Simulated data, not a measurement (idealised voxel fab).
Process module under the name voxel air gaps
Xsec cut, 295 nm wide, square cell size 5 nm.
Reading order for cross-sections: top band down to bottom band. Underlying form: a grid of square cells. Band size: one or more rows of cells. Read a band's entry like this: the first values are the height of its top and the height of its bottom in nm, and what follows is the sequence of materials from left to right, each with its width in nm. Note that "air" is empty space, and that a single material marked "full width" reaches across the band from edge to edge. Note: height 0 marks the level under which the wafer is uniformly one material as received. Lowest band unbounded below, written "0..down". Width "30..40": first value at the band's top row of cells, second value at its bottom row, equal change from row to row. "nothing was modified" (step): cross-section cells unchanged, all of them. Basically, "Voids, fully enclosed" tells you about the enclosed voids: empty spaces with no open way to the top, 8 cells or bigger, each written width x height at distance, where distance is from the left edge, all in nm. That trailing text on a step's line, after the settings, is the simulator's own remark on the step. overlay nm: for a step with a mask, the amount by which the mask lay right of where it was planned; a negative amount means left of it.

## Here's what the planned process steps look like
1. RECEIVE,material Si
2. CONFORMAL_DEP,material SiO2,thk nm 15
3. CONFORMAL_DEP,material SiCN,thk nm 5
4. DIRECTIONAL_DEP,material lowk,thk nm 40
5. MASKED_ETCH,tone open,mask id LINES,width nm 20,pitch nm 50,etch materials lowk,depth nm 40,overlay nm 0
6. CONFORMAL_DEP,material TiN,thk nm 5
7. FILL_DEP,material W,thk nm 5
8. CMP,height nm 60
9. EPI,material Ru,thk nm 10
10. SELECTIVE_ETCH,etch materials lowk,depth nm 50
11. CONFORMAL_DEP,material SiCN,thk nm 5

## This is the cross-section of the wafer as we received it, i.e. after step 1
0..down | Si full width
Voids, fully enclosed: none

## Cross-section: first of two wafers, module finished, run according to plan
75..70 | 45 air, then 200 SiCN, then 50 air
70..60 | 45 air, then 5 SiCN, then 40 Ru, then 10 SiCN, then 40 Ru, then 10 SiCN, then 40 Ru, then 10 SiCN, then 40 Ru, then 5 SiCN, then 50 air
60..55 | 45 air, then 15 SiCN, then 5 TiN, then 10 W, then 5 TiN, then 30 SiCN, then 5 TiN, then 10 W, then 5 TiN, then 30 SiCN, then 5 TiN, then 10 W, then 5 TiN, then 30 SiCN, then 5 TiN, then 10 W, then 5 TiN, then 15 SiCN, then 50 air
55..25 | 55 air, then 5 SiCN, then 5 TiN, then 10 W, then 5 TiN, then 5 SiCN, then 20 air, then 5 SiCN, then 5 TiN, then 10 W, then 5 TiN, then 5 SiCN, then 20 air, then 5 SiCN, then 5 TiN, then 10 W, then 5 TiN, then 5 SiCN, then 20 air, then 5 SiCN, then 5 TiN, then 10 W, then 5 TiN, then 5 SiCN, then 60 air
25..20 | 60 SiCN, then 20 TiN, then 30 SiCN, then 20 TiN, then 30 SiCN, then 20 TiN, then 30 SiCN, then 20 TiN, then 65 SiCN
20..15 | SiCN full width
15..0 | SiO2 full width
0..down | Si full width
Voids, fully enclosed: 20 x 30 at 85; 20 x 30 at 135; 20 x 30 at 185

## Second of two wafers, module complete, sectioned: it shares the first wafer's start and plan but was run with one mistake
75..70 | 35 air, then 200 SiCN, then 60 air
70..60 | 35 air, then 5 SiCN, then 40 Ru, then 10 SiCN, then 40 Ru, then 10 SiCN, then 40 Ru, then 10 SiCN, then 40 Ru, then 5 SiCN, then 60 air
60..55 | 35 air, then 15 SiCN, then 5 TiN, then 10 W, then 5 TiN, then 30 SiCN, then 5 TiN, then 10 W, then 5 TiN, then 30 SiCN, then 5 TiN, then 10 W, then 5 TiN, then 30 SiCN, then 5 TiN, then 10 W, then 5 TiN, then 15 SiCN, then 60 air
55..25 | 45 air, then 5 SiCN, then 5 TiN, then 10 W, then 5 TiN, then 5 SiCN, then 20 air, then 5 SiCN, then 5 TiN, then 10 W, then 5 TiN, then 5 SiCN, then 20 air, then 5 SiCN, then 5 TiN, then 10 W, then 5 TiN, then 5 SiCN, then 20 air, then 5 SiCN, then 5 TiN, then 10 W, then 5 TiN, then 5 SiCN, then 70 air
25..20 | 50 SiCN, then 20 TiN, then 30 SiCN, then 20 TiN, then 30 SiCN, then 20 TiN, then 30 SiCN, then 20 TiN, then 75 SiCN
20..15 | SiCN full width
15..0 | SiO2 full width
0..down | Si full width
Voids, fully enclosed: 20 x 30 at 75; 20 x 30 at 125; 20 x 30 at 175
Where did the run depart from the plan? step 5 ran as: MASKED_ETCH,tone open,mask id LINES,width nm 20,pitch nm 50,etch materials lowk,depth nm 40,overlay nm -10
End check, second vs first wafer: material counts in cells match, positions do not.
